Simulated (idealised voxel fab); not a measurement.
This is a process module. Its name is voxel wiring stack.
Section shown: cut. Width: 270 nm. Cell size: 5 nm, square.
Cross-section = grid of square cells, listed top down in bands; band = one or more rows. The entry gives the band's vertical extent as a top height and a bottom height in nm, then its horizontal make-up as materials from left to right, each with a width in nm. "blank" stands for empty space; a single material marked "full width" fills the band edge to edge. Measure heights from 0. That's the level where, below it, the as-received wafer is all one material. The lowest band is bottomless and extends downward; write it as in "0..down". Per-row width for "30..40": begins at first number (top row of band), ends at second number (bottom row), increment between rows held constant. You'll sometimes find "no change occurred" written for a step, and that's the way of saying that nowhere in the cross-section did a cell change during that step. Under "Voids, fully enclosed" you'll find the enclosed gaps, the ones with no way out to the top, that are 8 cells or bigger; each reads width x height at distance, with distance counted from the left edge, everything in nm. after a step's settings: what the simulator itself notes on the step. The line of a step may include "overlay nm". On a step with a mask, this value is how far to the right of its planned place the mask lay. A negative value means the mask lay to the left.

Plan:
1) RECEIVE | material Si
2) CONFORMAL_DEP | material SiO2 | thk nm 15
3) CONFORMAL_DEP | material SiN | thk nm 5
4) DIRECTIONAL_DEP | material SiO2 | thk nm 10
5) DIRECTIONAL_DEP | material aC | thk nm 10
6) PATTERN | tone open | mask id METAL_1 | material resist | width nm 30 | pitch nm 55 | thk nm 30 | overlay nm 0
7) DIRECTIONAL_ETCH | etch materials aC | depth nm 10
8) STRIP | etch materials resist
9) DIRECTIONAL_ETCH | etch materials SiO2 | depth nm 20
10) DIRECTIONAL_ETCH | etch materials SiN | depth nm 5
11) STRIP | etch materials aC
12) CONFORMAL_DEP | material TiN | thk nm 5
13) FILL_DEP | material Cu | thk nm 10
14) CMP | height nm 40
15) CONFORMAL_DEP | material SiCN | thk nm 5
16) DIRECTIONAL_DEP | material lowk | thk nm 25
17) PATTERN | tone open | mask id METAL_2 | material resist | width nm 30 | pitch nm 55 | thk nm 15 | overlay nm 0
18) DIRECTIONAL_ETCH | etch materials lowk | depth nm 15
19) STRIP | etch materials resist
20) PATTERN | tone open | mask id METAL_2_HOLES | material resist | width nm 15 | pitch nm 110 | thk nm 15 | overlay nm 0
21) DIRECTIONAL_ETCH | etch materials lowk | depth nm 10
22) DIRECTIONAL_ETCH | etch materials SiCN | depth nm 5
23) STRIP | etch materials resist
24) CONFORMAL_DEP | material TiN | thk nm 5
25) FILL_DEP | material Ru | thk nm 10
26) CMP | height nm 70
27) CONFORMAL_DEP | material SiN | thk nm 5
Heads up: all these wafers start the same, and what changes between them is the thk nm in step 4. The value you see in the plan is just what the first wafer got.

The as-received cross-section of the first of several wafers corresponds to the state after step 1:
  0..down  Si full width
  Voids, fully enclosed: none

Per wafer (row), end of module: delta in cells per material since receipt, (+) for gained, (-) for lost; closed voids after that:
thk nm 10 | +90 Cu | +30 Ru | +48 SiCN | +90 SiN | +234 SiO2 | +114 TiN | +204 lowk | Voids, fully enclosed: none
thk nm 15 | +48 Cu | +30 Ru | +48 SiCN | +90 SiN | +270 SiO2 | +120 TiN | +204 lowk | Voids, fully enclosed: none
thk nm 20 | +48 Cu | +30 Ru | +48 SiCN | +90 SiN | +306 SiO2 | +84 TiN | +204 lowk | Voids, fully enclosed: none
thk nm 25 | +24 Cu | +30 Ru | +48 SiCN | +108 SiN | +324 SiO2 | +72 TiN | +204 lowk | Voids, fully enclosed: none
thk nm 30 | +12 Cu | +30 Ru | +48 SiCN | +108 SiN | +342 SiO2 | +66 TiN | +204 lowk | Voids, fully enclosed: none
thk nm 35 | +30 Ru | +48 SiCN | +108 SiN | +360 SiO2 | +60 TiN | +204 lowk | Voids, fully enclosed: none
